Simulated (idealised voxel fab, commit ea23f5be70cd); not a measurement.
Process module in this document: voxel tone inversion
The cross-section on display is named cut; it measures 220 nm wide, and its cells are 5 nm squares.
Bands, listed from the top down, are how a cross-section gets written in this document; the cross-section itself is a grid of square cells, and a band is one or more rows of them. In this notation a band is specified by the heights of its top and bottom, in that order and in nm, after which its materials appear from left to right, each paired with its width in nm. The word "everywhere" attached to a single material means that material fills the band from edge to edge; the word "air" stands for empty space. Basically, 0 is our baseline, since under it the wafer straight out of the box is all one material. The bottom band has no lower end and keeps on going down, so it looks like "0 -> down". Width spec "30..40" -> top row of cells at first value, bottom row at second value, equal per-row change in between. The cross-section has no changed cell in any step marked "identical to before". "Enclosed cavities" enumerates empty spaces isolated from the top, with no open way to it, that contain at least 8 cells, giving each as width x height at distance from the left edge, all three in nm. The remark found on a step's line after its settings is issued by the simulator itself and pertains to that step. Regarding "overlay nm": on a step with a mask, it is the distance the mask lay to the right of its planned place; a negative value places it to the left.

This section lists the process steps that were planned:
1) op RECEIVE | material Si
2) op CONFORMAL_DEP | material SiN | thk nm 5
3) op DIRECTIONAL_DEP | material aC | thk nm 15
4) op PATTERN | tone cover | mask id POSTS | material resist | width nm 15 | pitch nm 45 | thk nm 25 | overlay nm 0
5) op DIRECTIONAL_ETCH | etch materials aC | depth nm 15
6) op STRIP | etch materials resist
7) op FILL_DEP | material lowk | thk nm 10
8) op CMP | height nm 25
9) op STRIP | etch materials aC
Heads up: all these wafers start the same, and what changes between them is the thk nm in step 2. The value you see in the plan is just what the first wafer got.

First wafer of several, as received: cross-section after step 1:
- 0 -> down | Si everywhere
- Enclosed cavities: none

Here is the cross-section of the first of several wafers at the end of the module, after its last step, step 9:
- 25 -> 20 | lowk everywhere
- 20 -> 5 | lowk=35 | aC=15 | lowk=30 | aC=15 | lowk=30 | aC=15 | lowk=30 | aC=15 | lowk=35
- 5 -> 0 | SiN everywhere
- 0 -> down | Si everywhere
- Enclosed cavities: none

Of the several wafers, the last: cross-section at the end of the module:
- 25 -> 0 | SiN everywhere
- 0 -> down | Si everywhere
- Enclosed cavities: none

For your reference, the table is organized with a row per wafer; each row reflects the wafer at the end of the module, indicating for each material the cells gained (+) or lost (-) since receipt, and thereafter its closed voids:
thk nm 5 | +44 SiN | +36 aC | +140 lowk | Enclosed cavities: none
thk nm 10 | +88 SiN | +96 lowk | Enclosed cavities: none
thk nm 15 | +132 SiN | +64 lowk | Enclosed cavities: none
thk nm 20 | +176 SiN | +32 lowk | Enclosed cavities: none
thk nm 25 | +220 SiN | Enclosed cavities: none
